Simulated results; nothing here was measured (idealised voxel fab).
process module | voxel double patterning
This is section cut - it's 200 nm across, gridded in 5 nm square cells.
In what follows, cross-sections appear as grids of square cells, described through bands that run from the top down, where every band is one or more rows of cells.
This entry defines a band. It first specifies the height of the band's top and the height of its bottom in nm, and then specifies the band's materials from left to right, stating each material with its width in nm. The word "edge to edge" identifies a single material that fills the band from edge to edge, while the word "blank" identifies empty space.
For the purposes of this specification, 0 denotes the height below which the wafer in its as-received condition is composed wholly of one material, and the lowermost band, lacking a lower limit, extends downward without end, as expressed in "z 0 and below".
Width: "30->40" (first number = top row, second number = bottom row, same change from row to row of cells).
It should be understood that the words "remained the same", when stated for a given step, signify that the cross-section underwent no change in any of its cells during that step.
The entry titled "Enclosed void listing" provides the empty spaces that have no open way to the top, restricted to those of 8 cells or more. Each is presented as width x height at distance, the distance being measured from the left edge, with all three in nm.
Anything after a step's settings on that line? It's the simulator's own note about the step.
overlay nm, on a step with a mask: how far to the right of its planned place the mask lay; to the left if negative
## So here's the lineup of process steps we planned
1 RECEIVE, material Si
2 CONFORMAL_DEP, material SiN, thk nm 5
3 DIRECTIONAL_DEP, material SiO2, thk nm 20
4 DIRECTIONAL_DEP, material SiCN, thk nm 10
5 DIRECTIONAL_DEP, material aC, thk nm 10
6 PATTERN, tone open, mask id FIRST, material resist, width nm 15, pitch nm 50, thk nm 30, overlay nm 0
7 DIRECTIONAL_ETCH, etch materials aC, depth nm 10
8 STRIP, etch materials resist
9 DIRECTIONAL_ETCH, etch materials SiCN, depth nm 10
10 STRIP, etch materials aC
11 MASKED_ETCH, tone open, mask id SECOND, width nm 15, etch materials SiCN, depth nm 10, overlay nm 0
12 DIRECTIONAL_ETCH, etch materials SiO2, depth nm 20
13 STRIP, etch materials SiCN
## Wafer at receipt (post step 1), cross-section
> z 0 and below: Si edge to edge
> Enclosed void listing: none
## Cross-section taken at module completion on the first of two wafers; processed per the plan
> z 25 to 5: 65 of SiO2  15 of blank  10 of SiO2  15 of blank  10 of SiO2  15 of blank  70 of SiO2
> z 5 to 0: SiN edge to edge
> z 0 and below: Si edge to edge
> Enclosed void listing: none
## End of module, second wafer, cross-section. Started like the first, planned like the first, run with one mistake
> z 25 to 20: SiN edge to edge
> z 20 to 0: SiO2 edge to edge
> z 0 and below: Si edge to edge
> Enclosed void listing: none
Error vs. plan: plan vs actual: 2 and 3 interchanged
Final tally in cells, some materials are higher or lower on the second wafer than on the first: 36 more of SiO2
